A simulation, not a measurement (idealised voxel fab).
process module | voxel transistor to metal
cross-section cut | 215 nm wide | cells 5 nm
A cross-section is a grid of square cells, given in bands from the top down. A band is one or more rows of cells.
Each band's line starts with the height of the band's top and of its bottom, in nm. Then come its materials from left to right, each with its width in nm. One material with "throughout" fills the band from edge to edge. "air" is empty space.
Height 0 is the level under which the wafer as received is all one material. The lowest band goes on downwards, as in "0 down".
A width such as "30 to 40" changes by the same amount from each row of cells to the next, from the band's top row to its bottom row.
"no change" after a step means that no cell of the cross-section changed.
closed voids: empty space of 8 cells or more with no open way to the top, each as width x height at its distance from the left edge, in nm
after a step's settings: what the simulator itself notes on the step
overlay nm, on a step with a mask: how far to the right of its planned place the mask lay; to the left if negative
plan
1 op RECEIVE | material Si
2 op OXIDIZE | depth nm 5
3 op CONFORMAL_DEP | material SiN | thk nm 10
4 op MASKED_ETCH | tone cover | mask id ACTIVE | width nm 125 | etch materials SiN | depth nm 10 | overlay nm 0
5 op MASKED_ETCH | tone cover | mask id ACTIVE | width nm 125 | etch materials SiO2 | depth nm 5 | overlay nm 0
6 op MASKED_ETCH | tone cover | mask id ACTIVE | width nm 125 | etch materials Si | depth nm 20 | overlay nm 0
7 op FILL_DEP | material SiO2 | thk nm 5
8 op CMP | height nm 10
9 op SELECTIVE_ETCH | etch materials SiO2 | depth nm 10
10 op STRIP | etch materials SiN
11 op SELECTIVE_ETCH | etch materials SiO2 | depth nm 5
12 op OXIDIZE | depth nm 5
13 op DIRECTIONAL_DEP | material polySi | thk nm 20
14 op DIRECTIONAL_DEP | material SiCN | thk nm 15
15 op DIRECTIONAL_DEP | material aC | thk nm 15
16 op PATTERN | tone cover | mask id GATE | material resist | width nm 35 | thk nm 35 | overlay nm 0
17 op DIRECTIONAL_ETCH | etch materials aC | depth nm 15
18 op STRIP | etch materials resist
19 op DIRECTIONAL_ETCH | etch materials SiCN | depth nm 25
20 op DIRECTIONAL_ETCH | etch materials polySi | depth nm 30
21 op STRIP | etch materials aC
22 op CONFORMAL_DEP | material SiO2 | thk nm 5
23 op DIRECTIONAL_ETCH | etch materials SiO2 | depth nm 5
24 op CONFORMAL_DEP | material SiN | thk nm 10
25 op DIRECTIONAL_ETCH | etch materials SiN | depth nm 10
26 op DIRECTIONAL_ETCH | etch materials SiO2 | depth nm 5
27 op DIRECTIONAL_ETCH | etch materials Si | depth nm 5
28 op EPI | material pSi | thk nm 5
29 op FILL_DEP | material SiO2 | thk nm 10
30 op CMP | height nm 15
31 op STRIP | etch materials polySi
32 op SELECTIVE_ETCH | etch materials SiO2 | depth nm 5
33 op CONFORMAL_DEP | material HfO2 | thk nm 5
34 op CONFORMAL_DEP | material TiN | thk nm 5
35 op FILL_DEP | material W | thk nm 10
36 op CMP | height nm 10
37 op DIRECTIONAL_DEP | material SiO2 | thk nm 10
38 op PATTERN | tone open | mask id CONTACT | material resist | width nm 20 | pitch nm 85 | thk nm 15 | overlay nm 0
39 op DIRECTIONAL_ETCH | etch materials SiO2 | depth nm 30
40 op STRIP | etch materials resist
41 op CONFORMAL_DEP | material TiN | thk nm 5
42 op FILL_DEP | material Ru | thk nm 5
43 op CMP | height nm 20
44 op DIRECTIONAL_DEP | material TiN | thk nm 5
45 op DIRECTIONAL_DEP | material W | thk nm 15
46 op DIRECTIONAL_DEP | material aC | thk nm 15
47 op PATTERN | tone cover | mask id METAL_1 | material resist | width nm 20 | pitch nm 85 | thk nm 35 | overlay nm 0
48 op DIRECTIONAL_ETCH | etch materials aC | depth nm 15
49 op STRIP | etch materials resist
50 op DIRECTIONAL_ETCH | etch materials W | depth nm 15
51 op DIRECTIONAL_ETCH | etch materials TiN | depth nm 5
52 op STRIP | etch materials aC
53 op FILL_DEP | material lowk | thk nm 10
54 op CMP | height nm 40
55 op CONFORMAL_DEP | material SiCN | thk nm 5
as received, after step 1
  0 down: Si throughout
  closed voids: none
a wafer at the end: this start, this plan, one mistake
  45 to 40: SiCN throughout
  40 to 25: lowk 55 | W 20 | lowk 65 | W 20 | lowk 55
  25 to 20: lowk 55 | TiN 20 | lowk 65 | TiN 20 | lowk 55
  20 to 10: SiO2 55 | TiN 5 | Ru 10 | TiN 5 | SiO2 65 | TiN 5 | Ru 10 | TiN 5 | SiO2 55
  10 to 0: SiO2 55 | TiN 5 | Ru 10 | TiN 5 | SiN 10 | TiN 5 | W 35 | TiN 5 | SiN 10 | TiN 5 | Ru 10 | TiN 5 | SiO2 55
  0 to -5: SiO2 55 | TiN 5 | Ru 5 | TiN 10 | SiN 10 | TiN 5 | W 35 | TiN 5 | SiN 10 | TiN 10 | Ru 5 | TiN 5 | SiO2 55
  -5 to -10: SiO2 55 | TiN 15 | pSi 5 | SiO2 10 | TiN 45 | SiO2 10 | pSi 5 | TiN 15 | SiO2 55
  -10 to -15: SiO2 45 | pSi 30 | Si 65 | pSi 30 | SiO2 45
  -15 to -25: SiO2 45 | Si 125 | SiO2 45
  -25 down: Si throughout
  closed voids: none
what went wrong: step 33 was left out
